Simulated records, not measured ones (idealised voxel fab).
process module | voxel air gaps
cross-section cut | 250 nm wide | cells 5 nm
A cross-section is a grid of square cells, given in bands from the top down. A band is one or more rows of cells.
Each band's line starts with the height of the band's top and of its bottom, in nm. Then come its materials from left to right, each with its width in nm. One material with "throughout" fills the band from edge to edge. "air" is empty space.
Height 0 is the level under which the wafer as received is all one material. The lowest band goes on downwards, as in "0 down".
A width such as "30 to 40" changes by the same amount from each row of cells to the next, from the band's top row to its bottom row.
"no change" after a step means that no cell of the cross-section changed.
closed voids: empty space of 8 cells or more with no open way to the top, each as width x height at its distance from the left edge, in nm
after a step's settings: what the simulator itself notes on the step
overlay nm, on a step with a mask: how far to the right of its planned place the mask lay; to the left if negative
plan
1 op RECEIVE | material Si
2 op CONFORMAL_DEP | material SiO2 | thk nm 15
3 op CONFORMAL_DEP | material SiN | thk nm 5
4 op DIRECTIONAL_DEP | material SiO2 | thk nm 40
5 op DIRECTIONAL_DEP | material aC | thk nm 15
6 op PATTERN | tone open | mask id LINES | material resist | width nm 15 | pitch nm 40 | thk nm 35 | overlay nm 0
7 op DIRECTIONAL_ETCH | etch materials aC | depth nm 15
8 op STRIP | etch materials resist
9 op DIRECTIONAL_ETCH | etch materials SiO2 | depth nm 40
10 op STRIP | etch materials aC
11 op CONFORMAL_DEP | material TiN | thk nm 5
12 op FILL_DEP | material Cu | thk nm 5
13 op CMP | height nm 60
14 op EPI | material Ru | thk nm 10
15 op SELECTIVE_ETCH | etch materials SiO2 | depth nm 50
16 op CONFORMAL_DEP | material SiCN | thk nm 5
first wafer, as planned
as received, after step 1
  0 down: Si throughout
  closed voids: none
after step 2
  15 to 0: SiO2 throughout
  below 0: unchanged
after step 3
  20 to 15: SiN throughout
  below 15: unchanged
after step 4
  60 to 20: SiO2 throughout
  below 20: unchanged
after step 5
  75 to 60: aC throughout
  below 60: unchanged
after step 6
  110 to 75: resist 75 | air 15 | resist 25 | air 15 | resist 25 | air 15 | resist 80
  below 75: unchanged
after step 7
  95 to 75: resist 75 | air 15 | resist 25 | air 15 | resist 25 | air 15 | resist 80
  75 to 60: aC 75 | air 15 | aC 25 | air 15 | aC 25 | air 15 | aC 80
  below 60: unchanged
after step 8
  75 to 60: aC 75 | air 15 | aC 25 | air 15 | aC 25 | air 15 | aC 80
  below 60: unchanged
after step 9
  75 to 60: aC 75 | air 15 | aC 25 | air 15 | aC 25 | air 15 | aC 80
  60 to 20: SiO2 75 | air 15 | SiO2 25 | air 15 | SiO2 25 | air 15 | SiO2 80
  below 20: unchanged
after step 10
  60 to 20: SiO2 75 | air 15 | SiO2 25 | air 15 | SiO2 25 | air 15 | SiO2 80
  below 20: unchanged
after step 11
  65 to 60: TiN 80 | air 5 | TiN 35 | air 5 | TiN 35 | air 5 | TiN 85
  60 to 25: SiO2 75 | TiN 5 | air 5 | TiN 5 | SiO2 25 | TiN 5 | air 5 | TiN 5 | SiO2 25 | TiN 5 | air 5 | TiN 5 | SiO2 80
  25 to 20: SiO2 75 | TiN 15 | SiO2 25 | TiN 15 | SiO2 25 | TiN 15 | SiO2 80
  below 20: unchanged
after step 12
  70 to 65: Cu throughout
  65 to 60: TiN 80 | Cu 5 | TiN 35 | Cu 5 | TiN 35 | Cu 5 | TiN 85
  60 to 25: SiO2 75 | TiN 5 | Cu 5 | TiN 5 | SiO2 25 | TiN 5 | Cu 5 | TiN 5 | SiO2 25 | TiN 5 | Cu 5 | TiN 5 | SiO2 80
  below 25: unchanged
after step 13
  60 to 25: SiO2 75 | TiN 5 | Cu 5 | TiN 5 | SiO2 25 | TiN 5 | Cu 5 | TiN 5 | SiO2 25 | TiN 5 | Cu 5 | TiN 5 | SiO2 80
  below 25: unchanged
after step 14
  70 to 60: air 65 | Ru 35 | air 5 | Ru 35 | air 5 | Ru 35 | air 70
  below 60: unchanged
after step 15
  70 to 60: air 65 | Ru 35 | air 5 | Ru 35 | air 5 | Ru 35 | air 70
  60 to 25: air 75 | TiN 5 | Cu 5 | TiN 5 | air 25 | TiN 5 | Cu 5 | TiN 5 | air 25 | TiN 5 | Cu 5 | TiN 5 | air 80
  25 to 20: air 75 | TiN 15 | air 25 | TiN 15 | air 25 | TiN 15 | air 80
  below 20: unchanged
after step 16
  75 to 70: air 60 | SiCN 125 | air 65
  70 to 60: air 60 | SiCN 5 | Ru 35 | SiCN 5 | Ru 35 | SiCN 5 | Ru 35 | SiCN 5 | air 65
  60 to 55: air 60 | SiCN 15 | TiN 5 | Cu 5 | TiN 5 | SiCN 25 | TiN 5 | Cu 5 | TiN 5 | SiCN 25 | TiN 5 | Cu 5 | TiN 5 | SiCN 15 | air 65
  55 to 25: air 70 | SiCN 5 | TiN 5 | Cu 5 | TiN 5 | SiCN 5 | air 15 | SiCN 5 | TiN 5 | Cu 5 | TiN 5 | SiCN 5 | air 15 | SiCN 5 | TiN 5 | Cu 5 | TiN 5 | SiCN 5 | air 75
  25 to 20: SiCN 75 | TiN 15 | SiCN 25 | TiN 15 | SiCN 25 | TiN 15 | SiCN 80
  below 20: unchanged
  closed voids: 15 x 30 at 95; 15 x 30 at 135
second wafer: like start, like plan, one mistake. Through step 5 it matches the first wafer
when step 6 should have ended
  110 to 75: air 75 | resist 15 | air 25 | resist 15 | air 25 | resist 15 | air 80
  below 75: unchanged
when step 7 should have ended
  95 to 75: air 75 | resist 15 | air 25 | resist 15 | air 25 | resist 15 | air 80
  75 to 60: air 75 | aC 15 | air 25 | aC 15 | air 25 | aC 15 | air 80
  below 60: unchanged
when step 8 should have ended
  75 to 60: air 75 | aC 15 | air 25 | aC 15 | air 25 | aC 15 | air 80
  below 60: unchanged
when step 9 should have ended
  75 to 60: air 75 | aC 15 | air 25 | aC 15 | air 25 | aC 15 | air 80
  60 to 20: air 75 | SiO2 15 | air 25 | SiO2 15 | air 25 | SiO2 15 | air 80
  below 20: unchanged
when step 10 should have ended
  60 to 20: air 75 | SiO2 15 | air 25 | SiO2 15 | air 25 | SiO2 15 | air 80
  below 20: unchanged
when step 11 should have ended
  65 to 60: air 70 | TiN 25 | air 15 | TiN 25 | air 15 | TiN 25 | air 75
  60 to 25: air 70 | TiN 5 | SiO2 15 | TiN 5 | air 15 | TiN 5 | SiO2 15 | TiN 5 | air 15 | TiN 5 | SiO2 15 | TiN 5 | air 75
  25 to 20: TiN 75 | SiO2 15 | TiN 25 | SiO2 15 | TiN 25 | SiO2 15 | TiN 80
  below 20: unchanged
when step 12 should have ended
  70 to 65: Cu throughout
  65 to 60: Cu 70 | TiN 25 | Cu 15 | TiN 25 | Cu 15 | TiN 25 | Cu 75
  60 to 25: Cu 70 | TiN 5 | SiO2 15 | TiN 5 | Cu 15 | TiN 5 | SiO2 15 | TiN 5 | Cu 15 | TiN 5 | SiO2 15 | TiN 5 | Cu 75
  below 25: unchanged
when step 13 should have ended
  60 to 25: Cu 70 | TiN 5 | SiO2 15 | TiN 5 | Cu 15 | TiN 5 | SiO2 15 | TiN 5 | Cu 15 | TiN 5 | SiO2 15 | TiN 5 | Cu 75
  below 25: unchanged
when step 14 should have ended
  70 to 60: Ru throughout
  below 60: unchanged
when step 15 should have ended: no change
when step 16 should have ended
  75 to 70: SiCN throughout
  below 70: unchanged
what went wrong: step 6 ran as: op PATTERN | tone cover | mask id LINES | material resist | width nm 15 | pitch nm 40 | thk nm 35 | overlay nm 0
at the end the second wafer has, in cells: 224 more of Cu | 58 more of Ru | 76 fewer of SiCN | 72 more of SiO2 | 32 more of TiN
closed voids at the end (first wafer, second wafer): 2, 0
